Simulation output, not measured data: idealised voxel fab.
The process module that follows is named voxel self aligned vias.
Each square cell in cross-section cut measures 5 nm, and the section as a whole is 160 nm wide.
Think of the cross-section as a grid of square cells. We describe it in bands, top to bottom, and each band covers one or more rows of those cells.
Per band: top height and bottom height in nm, followed by the left-to-right materials and their widths in nm; "throughout" marks a single material spanning edge to edge, "air" marks empty space.
Height is counted from the level 0, under which the received wafer is composed throughout of one material. The lowest of the bands is not closed at the bottom but continues downward, in the notation "0 -> down".
With a width like "30 to 40", each row of cells in the band differs from the next by the same amount, the top row carrying the first number and the bottom row the second.
No cell of the cross-section changed in a step that is given as "all unchanged".
Closed empty spaces (no open way to the top) of 8 cells or more are what "Enclosed void entries" lists, each as width x height at distance from the left edge, nm for all three.
Whatever follows a step's settings on its line is a remark the simulator itself makes about that step.
"overlay nm" on a masked step: distance the mask lay right of its planned place, negative for left.

[plan]
- 1: RECEIVE, material Si
- 2: CONFORMAL_DEP, material SiO2, thk nm 15
- 3: CONFORMAL_DEP, material SiCN, thk nm 5
- 4: DIRECTIONAL_DEP, material SiO2, thk nm 25
- 5: MASKED_ETCH, tone open, mask id LINES, width nm 25, pitch nm 50, etch materials SiO2, depth nm 25, overlay nm 0
- 6: CONFORMAL_DEP, material TiN, thk nm 5
- 7: FILL_DEP, material Ru, thk nm 10
- 8: CMP, height nm 45
- 9: SELECTIVE_ETCH, etch materials W Ru TiN, depth nm 10
- 10: FILL_DEP, material SiN, thk nm 5
- 11: CMP, height nm 45
- 12: DIRECTIONAL_DEP, material SiO2, thk nm 20
- 13: PATTERN, tone open, mask id VIAS, material resist, width nm 35, pitch nm 50, thk nm 20, overlay nm -15
- 14: DIRECTIONAL_ETCH, etch materials SiO2, depth nm 20
- 15: DIRECTIONAL_ETCH, etch materials SiN, depth nm 10
- 16: STRIP, etch materials resist
- 17: CONFORMAL_DEP, material TiN, thk nm 5
- 18: FILL_DEP, material W, thk nm 10
- 19: CMP, height nm 65
- 20: CONFORMAL_DEP, material SiCN, thk nm 5
Wafers differ in overlay nm at step 13; plan lists the first wafer's value; identical starting state.

[After step 1, as received: first of several wafers, cross-section]
0 -> down  Si throughout
Enclosed void entries: none

[First wafer of several, cross-section, module end, after step 20 (last)]
70 -> 65  SiCN throughout
65 -> 50  SiO2: 20, TiN: 5, W: 25, TiN: 5, SiO2: 15, TiN: 5, W: 25, TiN: 5, SiO2: 55
50 -> 45  SiO2: 20, TiN: 25, W: 5, TiN: 5, SiO2: 15, TiN: 25, W: 5, TiN: 5, SiO2: 55
45 -> 40  SiO2: 40, TiN: 5, W: 5, TiN: 5, SiN: 10, SiO2: 25, TiN: 5, W: 5, TiN: 5, SiN: 10, SiO2: 45
40 -> 35  SiO2: 40, TiN: 15, SiN: 10, SiO2: 25, TiN: 15, SiN: 10, SiO2: 45
35 -> 25  SiO2: 40, TiN: 5, Ru: 15, TiN: 5, SiO2: 25, TiN: 5, Ru: 15, TiN: 5, SiO2: 45
25 -> 20  SiO2: 40, TiN: 25, SiO2: 25, TiN: 25, SiO2: 45
20 -> 15  SiCN throughout
15 -> 0  SiO2 throughout
0 -> down  Si throughout
Enclosed void entries: none

[The final wafer, sectioned at module end]
70 -> 65  SiCN throughout
65 -> 50  SiO2: 50, TiN: 5, W: 25, TiN: 5, SiO2: 15, TiN: 5, W: 25, TiN: 5, SiO2: 25
50 -> 45  SiO2: 50, TiN: 5, W: 5, TiN: 25, SiO2: 15, TiN: 5, W: 5, TiN: 25, SiO2: 25
45 -> 40  SiO2: 40, SiN: 10, TiN: 5, W: 5, TiN: 5, SiO2: 25, SiN: 10, TiN: 5, W: 5, TiN: 5, SiO2: 45
40 -> 35  SiO2: 40, SiN: 10, TiN: 15, SiO2: 25, SiN: 10, TiN: 15, SiO2: 45
35 -> 25  SiO2: 40, TiN: 5, Ru: 15, TiN: 5, SiO2: 25, TiN: 5, Ru: 15, TiN: 5, SiO2: 45
25 -> 20  SiO2: 40, TiN: 25, SiO2: 25, TiN: 25, SiO2: 45
20 -> 15  SiCN throughout
15 -> 0  SiO2 throughout
0 -> down  Si throughout
Enclosed void entries: none

[The table below has one row for each wafer; a row shows, as of the end of the module, how many cells of each material the wafer has gained, marked (+), or lost, marked (-), since it was received, and then the wafer's closed voids]
overlay nm -15, +12 Ru, +64 SiCN, +8 SiN, +278 SiO2, +52 TiN, +34 W, Enclosed void entries: none
overlay nm -10, +12 Ru, +64 SiCN, +4 SiN, +278 SiO2, +52 TiN, +38 W, Enclosed void entries: none
overlay nm -5, +12 Ru, +64 SiCN, +278 SiO2, +52 TiN, +42 W, Enclosed void entries: none
overlay nm 0, +12 Ru, +64 SiCN, +278 SiO2, +52 TiN, +42 W, Enclosed void entries: none
overlay nm 5, +12 Ru, +64 SiCN, +278 SiO2, +52 TiN, +42 W, Enclosed void entries: none
overlay nm 10, +12 Ru, +64 SiCN, +4 SiN, +278 SiO2, +52 TiN, +38 W, Enclosed void entries: none
overlay nm 15, +12 Ru, +64 SiCN, +8 SiN, +278 SiO2, +52 TiN, +34 W, Enclosed void entries: none
